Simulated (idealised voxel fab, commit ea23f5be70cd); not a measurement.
process module | voxel double patterning
cross-section cut | 270 nm wide | cells 5 nm
A cross-section is a grid of square cells, given in bands from the top down. A band is one or more rows of cells.
Each band's line starts with the height of the band's top and of its bottom, in nm. Then come its materials from left to right, each with its width in nm. One material with "throughout" fills the band from edge to edge. "air" is empty space.
Height 0 is the level under which the wafer as received is all one material. The lowest band goes on downwards, as in "0 down".
A width such as "30 to 40" changes by the same amount from each row of cells to the next, from the band's top row to its bottom row.
"no change" after a step means that no cell of the cross-section changed.
closed voids: empty space of 8 cells or more with no open way to the top, each as width x height at its distance from the left edge, in nm
after a step's settings: what the simulator itself notes on the step
overlay nm, on a step with a mask: how far to the right of its planned place the mask lay; to the left if negative
plan
1 op RECEIVE | material Si
2 op CONFORMAL_DEP | material SiO2 | thk nm 10
3 op DIRECTIONAL_DEP | material TiN | thk nm 20
4 op DIRECTIONAL_DEP | material SiN | thk nm 5
5 op DIRECTIONAL_DEP | material aC | thk nm 10
6 op PATTERN | tone open | mask id FIRST | material resist | width nm 15 | pitch nm 50 | thk nm 30 | overlay nm 0
7 op DIRECTIONAL_ETCH | etch materials aC | depth nm 10
8 op STRIP | etch materials resist
9 op DIRECTIONAL_ETCH | etch materials SiN | depth nm 5
10 op STRIP | etch materials aC
11 op DIRECTIONAL_DEP | material aC | thk nm 10
12 op PATTERN | tone open | mask id SECOND | material resist | width nm 15 | pitch nm 50 | thk nm 30 | overlay nm 0
13 op DIRECTIONAL_ETCH | etch materials aC | depth nm 10
14 op STRIP | etch materials resist
15 op DIRECTIONAL_ETCH | etch materials SiN | depth nm 5
16 op STRIP | etch materials aC
17 op DIRECTIONAL_ETCH | etch materials TiN | depth nm 20
18 op STRIP | etch materials SiN
first wafer, as planned
as received, after step 1
  0 down: Si throughout
  closed voids: none
after step 2
  10 to 0: SiO2 throughout
  below 0: unchanged
after step 3
  30 to 10: TiN throughout
  below 10: unchanged
after step 4
  35 to 30: SiN throughout
  below 30: unchanged
after step 5
  45 to 35: aC throughout
  below 35: unchanged
after step 6
  75 to 45: resist 75 | air 15 | resist 35 | air 15 | resist 35 | air 15 | resist 80
  below 45: unchanged
after step 7
  65 to 45: resist 75 | air 15 | resist 35 | air 15 | resist 35 | air 15 | resist 80
  45 to 35: aC 75 | air 15 | aC 35 | air 15 | aC 35 | air 15 | aC 80
  below 35: unchanged
after step 8
  45 to 35: aC 75 | air 15 | aC 35 | air 15 | aC 35 | air 15 | aC 80
  below 35: unchanged
after step 9
  45 to 35: aC 75 | air 15 | aC 35 | air 15 | aC 35 | air 15 | aC 80
  35 to 30: SiN 75 | air 15 | SiN 35 | air 15 | SiN 35 | air 15 | SiN 80
  below 30: unchanged
after step 10
  35 to 30: SiN 75 | air 15 | SiN 35 | air 15 | SiN 35 | air 15 | SiN 80
  below 30: unchanged
after step 11
  45 to 40: aC 75 | air 15 | aC 35 | air 15 | aC 35 | air 15 | aC 80
  40 to 35: aC throughout
  35 to 30: SiN 75 | aC 15 | SiN 35 | aC 15 | SiN 35 | aC 15 | SiN 80
  below 30: unchanged
after step 12
  75 to 45: resist 100 | air 15 | resist 35 | air 15 | resist 105
  45 to 40: aC 75 | resist 15 | aC 35 | resist 15 | aC 35 | resist 15 | aC 80
  below 40: unchanged
after step 13
  65 to 45: resist 100 | air 15 | resist 35 | air 15 | resist 105
  45 to 40: aC 75 | resist 15 | aC 10 | air 15 | aC 10 | resist 15 | aC 10 | air 15 | aC 10 | resist 15 | aC 80
  40 to 35: aC 100 | air 15 | aC 35 | air 15 | aC 105
  below 35: unchanged
after step 14
  45 to 40: aC 75 | air 15 | aC 10 | air 15 | aC 10 | air 15 | aC 10 | air 15 | aC 10 | air 15 | aC 80
  below 40: unchanged
after step 15
  45 to 40: aC 75 | air 15 | aC 10 | air 15 | aC 10 | air 15 | aC 10 | air 15 | aC 10 | air 15 | aC 80
  40 to 35: aC 100 | air 15 | aC 35 | air 15 | aC 105
  35 to 30: SiN 75 | aC 15 | SiN 10 | air 15 | SiN 10 | aC 15 | SiN 10 | air 15 | SiN 10 | aC 15 | SiN 80
  below 30: unchanged
after step 16
  35 to 30: SiN 75 | air 15 | SiN 10 | air 15 | SiN 10 | air 15 | SiN 10 | air 15 | SiN 10 | air 15 | SiN 80
  below 30: unchanged
after step 17
  35 to 30: SiN 75 | air 15 | SiN 10 | air 15 | SiN 10 | air 15 | SiN 10 | air 15 | SiN 10 | air 15 | SiN 80
  30 to 10: TiN 75 | air 15 | TiN 10 | air 15 | TiN 10 | air 15 | TiN 10 | air 15 | TiN 10 | air 15 | TiN 80
  below 10: unchanged
after step 18
  30 to 10: TiN 75 | air 15 | TiN 10 | air 15 | TiN 10 | air 15 | TiN 10 | air 15 | TiN 10 | air 15 | TiN 80
  below 10: unchanged
second wafer: like start, like plan, one mistake. Through step 1 it matches the first wafer
when step 2 should have ended
  20 to 0: TiN throughout
  below 0: unchanged
when step 3 should have ended
  30 to 20: SiO2 throughout
  below 20: unchanged
when step 4 should have ended
  35 to 30: SiN throughout
  below 30: unchanged
when step 5 should have ended
  45 to 35: aC throughout
  below 35: unchanged
when step 6 should have ended
  75 to 45: resist 75 | air 15 | resist 35 | air 15 | resist 35 | air 15 | resist 80
  below 45: unchanged
when step 7 should have ended
  65 to 45: resist 75 | air 15 | resist 35 | air 15 | resist 35 | air 15 | resist 80
  45 to 35: aC 75 | air 15 | aC 35 | air 15 | aC 35 | air 15 | aC 80
  below 35: unchanged
when step 8 should have ended
  45 to 35: aC 75 | air 15 | aC 35 | air 15 | aC 35 | air 15 | aC 80
  below 35: unchanged
when step 9 should have ended
  45 to 35: aC 75 | air 15 | aC 35 | air 15 | aC 35 | air 15 | aC 80
  35 to 30: SiN 75 | air 15 | SiN 35 | air 15 | SiN 35 | air 15 | SiN 80
  below 30: unchanged
when step 10 should have ended
  35 to 30: SiN 75 | air 15 | SiN 35 | air 15 | SiN 35 | air 15 | SiN 80
  below 30: unchanged
when step 11 should have ended
  45 to 40: aC 75 | air 15 | aC 35 | air 15 | aC 35 | air 15 | aC 80
  40 to 35: aC throughout
  35 to 30: SiN 75 | aC 15 | SiN 35 | aC 15 | SiN 35 | aC 15 | SiN 80
  below 30: unchanged
when step 12 should have ended
  75 to 45: resist 100 | air 15 | resist 35 | air 15 | resist 105
  45 to 40: aC 75 | resist 15 | aC 35 | resist 15 | aC 35 | resist 15 | aC 80
  below 40: unchanged
when step 13 should have ended
  65 to 45: resist 100 | air 15 | resist 35 | air 15 | resist 105
  45 to 40: aC 75 | resist 15 | aC 10 | air 15 | aC 10 | resist 15 | aC 10 | air 15 | aC 10 | resist 15 | aC 80
  40 to 35: aC 100 | air 15 | aC 35 | air 15 | aC 105
  below 35: unchanged
when step 14 should have ended
  45 to 40: aC 75 | air 15 | aC 10 | air 15 | aC 10 | air 15 | aC 10 | air 15 | aC 10 | air 15 | aC 80
  below 40: unchanged
when step 15 should have ended
  45 to 40: aC 75 | air 15 | aC 10 | air 15 | aC 10 | air 15 | aC 10 | air 15 | aC 10 | air 15 | aC 80
  40 to 35: aC 100 | air 15 | aC 35 | air 15 | aC 105
  35 to 30: SiN 75 | aC 15 | SiN 10 | air 15 | SiN 10 | aC 15 | SiN 10 | air 15 | SiN 10 | aC 15 | SiN 80
  below 30: unchanged
when step 16 should have ended
  35 to 30: SiN 75 | air 15 | SiN 10 | air 15 | SiN 10 | air 15 | SiN 10 | air 15 | SiN 10 | air 15 | SiN 80
  below 30: unchanged
when step 17 should have ended: no change
when step 18 should have ended
  30 to 20: SiO2 throughout
  below 20: unchanged
what went wrong: steps 2 and 3 were swapped
at the end the second wafer has, in cells: 60 more of TiN
